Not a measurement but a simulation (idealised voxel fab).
Presented below is a process module, voxel transistor to metal.
Xsec cut, 205 nm wide, square cell size 5 nm.
In what follows, cross-sections appear as grids of square cells, described through bands that run from the top down, where every band is one or more rows of cells. Look at the band entry: it leads with the top's height and the bottom's height in nm. Then it lists the materials left to right, with a width in nm for each. The word "full width" on a single material says that material fills the band edge to edge. The word "empty" is empty space. All heights in this document are referenced to 0, defined as the level beneath which the wafer, as received, consists entirely of one material. The lowest band is not bounded below; it extends indefinitely downward and is written in the form "0..down". With a width like "30->40", each row of cells in the band differs from the next by the same amount, the top row carrying the first number and the bottom row the second. Basically "same as before" means that step didn't change any cell in the cross-section. Reported under the label "Fully closed voids" are the empty spaces having no open way to the top and comprising 8 cells or more; the notation for each is width x height at distance, in which the distance is measured from the left edge and all three values are in nm. The remark found on a step's line after its settings is issued by the simulator itself and pertains to that step. overlay nm, on a step with a mask: how far to the right of its planned place the mask lay; to the left if negative. Quick note on how to read the rest: it's all pairs. You get the cross-section before a process step and the one after, but the after one only goes down as far as the lowest band that changed. The step in between, with its settings, sits under the pair. Heads up, the pairs can come from different runs of this module on the same starting wafer, so don't assume a pair picks up from the one above unless its "Ex-ante state" entry says it does.

Ex-ante state:
> 95..80  empty (45); resist (20); empty (75); resist (20); empty (45)
> 80..65  empty (45); aC (20); empty (75); aC (20); empty (45)
> 65..40  W full width
> 40..35  TiN full width
> 35..20  SiO2 (45); TiN (5); W (10); TiN (5); SiO2 (75); TiN (5); W (10); TiN (5); SiO2 (45)
> 20..5  SiO2 (45); TiN (5); W (10); TiN (5); SiO2 (10); SiN (10); HfO2 (5); TiN (5); W (15); TiN (5); HfO2 (5); SiN (10); SiO2 (10); TiN (5); W (10); TiN (5); SiO2 (45)
> 5..0  SiO2 (45); TiN (5); W (10); TiN (5); SiO2 (10); SiN (10); HfO2 (5); TiN (25); HfO2 (5); SiN (10); SiO2 (10); TiN (5); W (10); TiN (5); SiO2 (45)
> 0..-5  SiO2 (45); TiN (20); SiO2 (15); HfO2 (45); SiO2 (15); TiN (20); SiO2 (45)
> -5..-10  SiGe (35); SiO2 (135); SiGe (35)
> -10..-30  Si (35); SiO2 (135); Si (35)
> -30..down  Si full width
> Fully closed voids: none

Step Outcome:
> 80..65  empty (45); aC (20); empty (75); aC (20); empty (45)
> Whatever lies below 65 is exactly as it was before.
> Fully closed voids: none
Formally, the process step situated between the two cross-sections above is STRIP: etch materials resist

Ex-ante state: per the after cross-section of the pair just above.

Step Outcome:
> 80..65  empty (45); aC (20); empty (75); aC (20); empty (45)
> 65..40  empty (45); W (20); empty (75); W (20); empty (45)
> Whatever lies below 40 is exactly as it was before.
> Fully closed voids: none
Formally, the process step situated between the two cross-sections above is DIRECTIONAL_ETCH: etch materials W, depth nm 25

Ex-ante state: per the after cross-section of the pair just above.

Step Outcome:
> 80..65  empty (45); aC (20); empty (75); aC (20); empty (45)
> 65..40  empty (45); W (20); empty (75); W (20); empty (45)
> 40..35  empty (45); TiN (20); empty (75); TiN (20); empty (45)
> Whatever lies below 35 is exactly as it was before.
> Fully closed voids: none
Formally, the process step situated between the two cross-sections above is DIRECTIONAL_ETCH: etch materials TiN, depth nm 5

Ex-ante state: per the after cross-section of the pair just above.

Step Outcome:
> 65..40  empty (45); W (20); empty (75); W (20); empty (45)
> Whatever lies below 40 is exactly as it was before.
> Fully closed voids: none
Formally, the process step situated between the two cross-sections above is STRIP: etch materials aC

Ex-ante state: per the after cross-section of the pair just above.

Step Outcome:
> 70..65  empty (40); SiN (30); empty (65); SiN (30); empty (40)
> 65..40  empty (40); SiN (5); W (20); SiN (5); empty (65); SiN (5); W (20); SiN (5); empty (40)
> 40..35  SiN (45); TiN (20); SiN (75); TiN (20); SiN (45)
> Whatever lies below 35 is exactly as it was before.
> Fully closed voids: none
Formally, the process step situated between the two cross-sections above is CONFORMAL_DEP: material SiN, thk nm 5

Ex-ante state: per the after cross-section of the pair just above.

Step Outcome:
> 80..70  lowk full width
> 70..65  lowk (40); SiN (30); lowk (65); SiN (30); lowk (40)
> 65..40  lowk (40); SiN (5); W (20); SiN (5); lowk (65); SiN (5); W (20); SiN (5); lowk (40)
> Whatever lies below 40 is exactly as it was before.
> Fully closed voids: none
Formally, the process step situated between the two cross-sections above is FILL_DEP: material lowk, thk nm 10

Ex-ante state: per the after cross-section of the pair just above.

Step Outcome:
> 65..40  lowk (40); SiN (5); W (20); SiN (5); lowk (65); SiN (5); W (20); SiN (5); lowk (40)
> Whatever lies below 40 is exactly as it was before.
> Fully closed voids: none
Formally, the process step situated between the two cross-sections above is CMP: height nm 65

Ex-ante state: per the after cross-section of the pair just above.

Step Outcome:
> 70..65  SiCN full width
> Whatever lies below 65 is exactly as it was before.
> Fully closed voids: none
Formally, the process step situated between the two cross-sections above is CONFORMAL_DEP: material SiCN, thk nm 5
